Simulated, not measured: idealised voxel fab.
voxel fin reveal: a process module
Displayed cross-section: cut, width of 245 nm, square cells sized 5 nm.
Throughout this document, each cross-section is represented as a grid of square cells and is presented as a sequence of bands enumerated from the top downward, where a band comprises one or more rows of cells. For a band, the entry starts with two heights in nm, that of the top and then that of the bottom, and carries on with the band's materials in order from left to right, each alongside its width in nm; the word "edge to edge" beside a single material means it fills the band edge to edge, and "blank" means empty space. Below 0: as-received wafer, all one material; heights counted from there. Lowest band: no bottom, goes on down, written "from 0 down". Think of "30 to 40" as a width that walks from the first number to the second as you go down the band, top row to bottom row, taking equal-sized steps from row to row. It should be understood that the words "no alteration", when stated for a given step, signify that the cross-section underwent no change in any of its cells during that step. "Closed void entries" specifies each empty space that is not open to the top and that occupies no fewer than 8 cells, using the form width x height at distance, the distance measured from the left edge and all three quantities in nm. after a step's settings: what the simulator itself notes on the step. overlay nm: on a step with a mask, how far right of its planned place the mask lay; negative means left.

Below is the list of planned process steps:
| 1 | RECEIVE (material Si) |
| 2 | CONFORMAL_DEP (material SiN; thk nm 10) |
| 3 | MASKED_ETCH (tone cover; mask id FINS; width nm 15; pitch nm 40; etch materials SiN; depth nm 10; overlay nm 0) |
| 4 | MASKED_ETCH (tone cover; mask id FINS; width nm 15; pitch nm 40; etch materials Si; depth nm 35; overlay nm -15) |
| 5 | OXIDIZE (depth nm 5) |
| 6 | FILL_DEP (material SiO2; thk nm 15) |
| 7 | CMP (height nm 10) |
| 8 | SELECTIVE_ETCH (etch materials SiO2; depth nm 20) |
| 9 | STRIP (etch materials SiN) |
| 10 | CONFORMAL_DEP (material HfO2; thk nm 5) |
The plan's step 4 overlay nm is the first wafer's value; the wafers differ in this setting and start identical.

The as-received cross-section of the first of several wafers corresponds to the state after step 1:
from 0 down = Si edge to edge
Closed void entries: none

After the module's final step, step 10: the first of several wafers in cross-section:
from 5 to 0 = blank: 55, then HfO2: 15, then blank: 25, then HfO2: 15, then blank: 25, then HfO2: 15, then blank: 25, then HfO2: 15, then blank: 55
from 0 to -5 = blank: 40, then HfO2: 20, then Si: 5, then HfO2: 5, then blank: 10, then HfO2: 20, then Si: 5, then HfO2: 5, then blank: 10, then HfO2: 20, then Si: 5, then HfO2: 5, then blank: 10, then HfO2: 20, then Si: 5, then HfO2: 5, then blank: 55
from -5 to -10 = HfO2: 45, then Si: 20, then HfO2: 20, then Si: 20, then HfO2: 20, then Si: 20, then HfO2: 20, then Si: 20, then HfO2: 60
from -10 to -40 = SiO2: 45, then Si: 20, then SiO2: 20, then Si: 20, then SiO2: 20, then Si: 20, then SiO2: 20, then Si: 20, then SiO2: 60
from -40 down = Si edge to edge
Closed void entries: none

Showing the last wafer in cross-section at the end of the module:
from 5 to 0 = blank: 55, then HfO2: 15, then blank: 25, then HfO2: 15, then blank: 25, then HfO2: 15, then blank: 25, then HfO2: 15, then blank: 55
from 0 to -5 = blank: 55, then HfO2: 5, then Si: 5, then HfO2: 20, then blank: 10, then HfO2: 5, then Si: 5, then HfO2: 20, then blank: 10, then HfO2: 5, then Si: 5, then HfO2: 20, then blank: 10, then HfO2: 5, then Si: 5, then HfO2: 20, then blank: 40
from -5 to -10 = HfO2: 60, then Si: 20, then HfO2: 20, then Si: 20, then HfO2: 20, then Si: 20, then HfO2: 20, then Si: 20, then HfO2: 45
from -10 to -40 = SiO2: 60, then Si: 20, then SiO2: 20, then Si: 20, then SiO2: 20, then Si: 20, then SiO2: 20, then Si: 20, then SiO2: 45
from -40 down = Si edge to edge
Closed void entries: none

The table below has one row for each wafer; a row shows, as of the end of the module, how many cells of each material the wafer has gained, marked (+), or lost, marked (-), since it was received, and then the wafer's closed voids:
overlay nm -15 | +65 HfO2 | -276 Si | +198 SiO2 | Closed void entries: none
overlay nm -10 | +65 HfO2 | -304 Si | +222 SiO2 | Closed void entries: none
overlay nm -5 | +65 HfO2 | -332 Si | +246 SiO2 | Closed void entries: none
overlay nm 0 | +65 HfO2 | -360 Si | +270 SiO2 | Closed void entries: none
overlay nm 5 | +65 HfO2 | -332 Si | +246 SiO2 | Closed void entries: none
overlay nm 10 | +65 HfO2 | -304 Si | +222 SiO2 | Closed void entries: none
overlay nm 15 | +65 HfO2 | -276 Si | +198 SiO2 | Closed void entries: none
